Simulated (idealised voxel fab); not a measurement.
Documented hereafter: the process module known as voxel self aligned vias.
Pictured: cross-section cut, 145 nm wide, on a grid of 5 nm square cells.
Notation: cross-section as square-cell grid; stated in bands, top first, going down; one or more cell rows per band. Top height, bottom height, nm. Materials left to right, width each, nm. Single material + "everywhere" = fills band edge to edge. "empty" = empty. Below 0: as-received wafer, all one material; heights counted from there. Lowest band: no bottom, goes on down, written "0 -> down". Graded width ("30 to 40"): value in top row of band = first number; value in bottom row = second number; row-to-row change constant. "left unchanged" for a step: no cell of the cross-section changed in that step. The list in "Trapped void list" covers empty spaces of 8 cells or more that cannot reach the top through any open way, and it gives each as width x height at distance; the distance is from the left edge, and width, height and distance are in nm. Heads up: the bit after the settings on a step's line is the simulator's remark on that step. If you see "overlay nm" on a step's line and that step has a mask, it's telling you how far right of where it was planned the mask ended up; a negative number means it went left instead.

**Steps planned for the process**
| 1 | RECEIVE [material Si] |
| 2 | CONFORMAL_DEP [material SiO2] [thk nm 15] |
| 3 | CONFORMAL_DEP [material SiCN] [thk nm 5] |
| 4 | DIRECTIONAL_DEP [material lowk] [thk nm 25] |
| 5 | MASKED_ETCH [tone open] [mask id LINES] [width nm 25] [pitch nm 65] [etch materials lowk] [depth nm 25] [overlay nm 0] |
| 6 | CONFORMAL_DEP [material TiN] [thk nm 5] |
| 7 | FILL_DEP [material Ru] [thk nm 5] |
| 8 | CMP [height nm 45] |
| 9 | SELECTIVE_ETCH [etch materials W Ru TiN] [depth nm 10] |
| 10 | FILL_DEP [material SiN] [thk nm 5] |
| 11 | CMP [height nm 45] |
| 12 | DIRECTIONAL_DEP [material lowk] [thk nm 20] |
| 13 | DIRECTIONAL_DEP [material aC] [thk nm 15] |
| 14 | PATTERN [tone open] [mask id VIAS] [material resist] [width nm 45] [thk nm 35] [overlay nm 0] |
| 15 | DIRECTIONAL_ETCH [etch materials aC] [depth nm 15] |
| 16 | STRIP [etch materials resist] |
| 17 | DIRECTIONAL_ETCH [etch materials lowk] [depth nm 20] |
| 18 | DIRECTIONAL_ETCH [etch materials SiN] [depth nm 10] |
| 19 | STRIP [etch materials aC] |
| 20 | CONFORMAL_DEP [material TiN] [thk nm 5] |
| 21 | FILL_DEP [material W] [thk nm 10] |
| 22 | CMP [height nm 65] |
| 23 | CONFORMAL_DEP [material SiN] [thk nm 5] |

**Cross-section of the incoming wafer, state after step 1**
* 0 -> down = Si everywhere
* Trapped void list: none

**Figure: cross-sectional view of the wafer upon completion of the module, processed from the initial state and according to the plan depicted above, with one error introduced during execution**
* 70 -> 65 = SiN everywhere
* 65 -> 50 = 10 nm W | 5 nm TiN | 45 nm lowk | 5 nm TiN | 80 nm W
* 50 -> 45 = 15 nm TiN | 45 nm lowk | 35 nm TiN | 15 nm W | 35 nm TiN
* 45 -> 40 = 25 nm lowk | 25 nm SiN | 40 nm lowk | 5 nm TiN | 15 nm W | 5 nm TiN | 30 nm lowk
* 40 -> 35 = 25 nm lowk | 25 nm SiN | 40 nm lowk | 25 nm TiN | 30 nm lowk
* 35 -> 25 = 25 nm lowk | 5 nm TiN | 15 nm Ru | 5 nm TiN | 40 nm lowk | 5 nm TiN | 15 nm Ru | 5 nm TiN | 30 nm lowk
* 25 -> 20 = 25 nm lowk | 25 nm TiN | 40 nm lowk | 25 nm TiN | 30 nm lowk
* 20 -> 15 = SiCN everywhere
* 15 -> 0 = SiO2 everywhere
* 0 -> down = Si everywhere
* Trapped void list: none
Run error: it should be noted that step 14 was executed with settings other than those planned, the operation and settings actually applied being PATTERN [tone cover] [mask id VIAS] [material resist] [width nm 45] [thk nm 35] [overlay nm 0]
